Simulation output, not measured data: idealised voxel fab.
The document below concerns the process module designated voxel double patterning.
The cross-section shown here is cut; it is 265 nm wide and divided into square cells measuring 5 nm on a side.
Bands, listed from the top down, are how a cross-section gets written in this document; the cross-section itself is a grid of square cells, and a band is one or more rows of them. It is stipulated that each band's entry specify, in nanometres, the height of the top of the band and then that of its bottom, followed by the materials of the band in left-to-right sequence, each together with its width in nanometres. A single material marked by the word "throughout" is understood to fill the band from edge to edge; the word "air" is understood to denote empty space. Beneath 0, the wafer as received is one material, and that level is where height counting begins. The lowest band goes on downward without a bottom; it is written like "0 and below". Graded width ("30..40"): value in top row of band = first number; value in bottom row = second number; row-to-row change constant. It should be understood that the words "no change", when stated for a given step, signify that the cross-section underwent no change in any of its cells during that step. Listed in "Voids, enclosed": every empty space of 8 or more cells without an open way to the top. Form: width x height at distance, the distance being from the left edge, all in nm. after a step's settings: what the simulator itself notes on the step. overlay nm: how far to the right of its planned place the mask lay on this masked step (negative: to the left).
**These are the steps we planned for the process**
| 1 | RECEIVE,material Si |
| 2 | CONFORMAL_DEP,material SiO2,thk nm 5 |
| 3 | DIRECTIONAL_DEP,material polySi,thk nm 20 |
| 4 | DIRECTIONAL_DEP,material SiN,thk nm 5 |
| 5 | PATTERN,tone open,mask id FIRST,material resist,width nm 15,pitch nm 50,thk nm 15,overlay nm -15 |
| 6 | DIRECTIONAL_ETCH,etch materials SiN,depth nm 5 |
| 7 | STRIP,etch materials resist |
| 8 | DIRECTIONAL_DEP,material aC,thk nm 10 |
| 9 | PATTERN,tone open,mask id SECOND,material resist,width nm 15,pitch nm 50,thk nm 30,overlay nm 0 |
| 10 | DIRECTIONAL_ETCH,etch materials aC,depth nm 10 |
| 11 | STRIP,etch materials resist |
| 12 | DIRECTIONAL_ETCH,etch materials SiN,depth nm 5 |
| 13 | STRIP,etch materials aC |
| 14 | DIRECTIONAL_ETCH,etch materials polySi,depth nm 20 |
| 15 | STRIP,etch materials SiN |
Variable across wafers: step 5 overlay nm (plan value is that of the first wafer; starting state common to all).
**Step 1 complete: as-received cross-section of the first of several wafers**
    0 and below | Si throughout
    Voids, enclosed: none
**The first of several wafers, seen in cross-section after the module's last step, step 15**
    25 down to 5 | 60 nm polySi, then 15 nm air, then 25 nm polySi, then 25 nm air, then 25 nm polySi, then 25 nm air, then 90 nm polySi
    5 down to 0 | SiO2 throughout
    0 and below | Si throughout
    Voids, enclosed: none
**A cross-section through the last wafer at the close of the module**
    25 down to 5 | 90 nm polySi, then 25 nm air, then 25 nm polySi, then 25 nm air, then 25 nm polySi, then 15 nm air, then 60 nm polySi
    5 down to 0 | SiO2 throughout
    0 and below | Si throughout
    Voids, enclosed: none
**The following table contains a row per wafer, in which are reported, at the conclusion of the module, the cells of each material gained (+) or lost (-) since the wafer's receipt, with its closed voids given thereafter**
overlay nm -15 | +53 SiO2 | +160 polySi | Voids, enclosed: none
overlay nm -10 | +53 SiO2 | +152 polySi | Voids, enclosed: none
overlay nm -5 | +53 SiO2 | +152 polySi | Voids, enclosed: none
overlay nm 0 | +53 SiO2 | +152 polySi | Voids, enclosed: none
overlay nm 5 | +53 SiO2 | +152 polySi | Voids, enclosed: none
overlay nm 10 | +53 SiO2 | +152 polySi | Voids, enclosed: none
overlay nm 15 | +53 SiO2 | +160 polySi | Voids, enclosed: none
